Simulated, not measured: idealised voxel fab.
process module | voxel ribs on slabs
cross-section cut | 185 nm wide | cells 5 nm
Cross-section, as written here: a square-cell grid given band by band from the top down, where a band holds one or more rows of cells.
It is stipulated that each band's entry specify, in nanometres, the height of the top of the band and then that of its bottom, followed by the materials of the band in left-to-right sequence, each together with its width in nanometres. A single material marked by the word "full width" is understood to fill the band from edge to edge; the word "air" is understood to denote empty space.
Ref level 0: as-received wafer is one material below here. Bottom band extends down with no lower bound ("0..down").
The expression "30 to 40" gives the width at the extremes of the band, the first number at its top row of cells and the second at its bottom row, with the width changing by equal amounts from each row to the next in between.
Basically "nothing changed" means that step didn't change any cell in the cross-section.
In the "Voids, sealed" entry, you get each enclosed empty space of 8 cells or more, one with no open way to the top, written width x height at distance, distance from the left edge, in nm.
after a step's settings: what the simulator itself notes on the step
overlay nm: mask offset rightward from planned place, masked step; negative means leftward offset.

Process steps foreseen in the plan:
- 1: RECEIVE, material Si
- 2: DIRECTIONAL_DEP, material SiO2, thk nm 25
- 3: DIRECTIONAL_DEP, material polySi, thk nm 15
- 4: PATTERN, tone cover, mask id RIB, material resist, width nm 25, thk nm 15, overlay nm 0
- 5: DIRECTIONAL_ETCH, etch materials polySi, depth nm 10
- 6: STRIP, etch materials resist
- 7: MASKED_ETCH, tone cover, mask id SLAB, width nm 65, etch materials polySi, depth nm 5, overlay nm 0
- 8: FILL_DEP, material SiO2, thk nm 20
- 9: CMP, height nm 50
- 10: DIRECTIONAL_DEP, material TiN, thk nm 10
- 11: MASKED_ETCH, tone cover, mask id HEATER, width nm 35, etch materials TiN, depth nm 10, overlay nm 0
- 12: CONFORMAL_DEP, material SiN, thk nm 5

Below: the first of two wafers, run as planned:

Wafer at receipt (post step 1), cross-section:
> 0..down: Si full width
> Voids, sealed: none

How the wafer stands in section after step 2:
> 25..0: SiO2 full width
> Note: structure below 0 unchanged.

How the wafer stands in section after step 3:
> 40..25: polySi full width
> Note: structure below 25 unchanged.

How the wafer stands in section after step 4:
> 55..40: air (80)  resist (25)  air (80)
> Note: structure below 40 unchanged.

How the wafer stands in section after step 5:
> 55..40: air (80)  resist (25)  air (80)
> 40..30: air (80)  polySi (25)  air (80)
> Note: structure below 30 unchanged.

How the wafer stands in section after step 6:
> 40..30: air (80)  polySi (25)  air (80)
> Note: structure below 30 unchanged.

How the wafer stands in section after step 7:
> 40..30: air (80)  polySi (25)  air (80)
> 30..25: air (60)  polySi (65)  air (60)
> Note: structure below 25 unchanged.

How the wafer stands in section after step 8:
> 60..40: SiO2 full width
> 40..30: SiO2 (80)  polySi (25)  SiO2 (80)
> 30..25: SiO2 (60)  polySi (65)  SiO2 (60)
> Note: structure below 25 unchanged.

How the wafer stands in section after step 9:
> 50..40: SiO2 full width
> Note: structure below 40 unchanged.

How the wafer stands in section after step 10:
> 60..50: TiN full width
> Note: structure below 50 unchanged.

How the wafer stands in section after step 11:
> 60..50: air (75)  TiN (35)  air (75)
> Note: structure below 50 unchanged.

How the wafer stands in section after step 12:
> 65..60: air (70)  SiN (45)  air (70)
> 60..55: air (70)  SiN (5)  TiN (35)  SiN (5)  air (70)
> 55..50: SiN (75)  TiN (35)  SiN (75)
> Note: structure below 50 unchanged.

Okay, second wafer. Nothing different at the start, nothing different in the plan, just one mistake somewhere in the running. As far as step 6, counting that step, it's the first wafer all over again:

When step 7 should have ended:
> 40..30: air (80)  polySi (25)  air (80)
> 30..25: air (70)  polySi (65)  air (50)
> Note: structure below 25 unchanged.

When step 8 should have ended:
> 60..40: SiO2 full width
> 40..30: SiO2 (80)  polySi (25)  SiO2 (80)
> 30..25: SiO2 (70)  polySi (65)  SiO2 (50)
> Note: structure below 25 unchanged.

When step 9 should have ended:
> 50..40: SiO2 full width
> Note: structure below 40 unchanged.

When step 10 should have ended:
> 60..50: TiN full width
> Note: structure below 50 unchanged.

When step 11 should have ended:
> 60..50: air (75)  TiN (35)  air (75)
> Note: structure below 50 unchanged.

When step 12 should have ended:
> 65..60: air (70)  SiN (45)  air (70)
> 60..55: air (70)  SiN (5)  TiN (35)  SiN (5)  air (70)
> 55..50: SiN (75)  TiN (35)  SiN (75)
> Note: structure below 50 unchanged.
Where did the run depart from the plan? step 7 ran as: MASKED_ETCH, tone cover, mask id SLAB, width nm 65, etch materials polySi, depth nm 5, overlay nm 10
At the close, every material occupies the same number of cells on the second wafer as on the first, only in different positions.
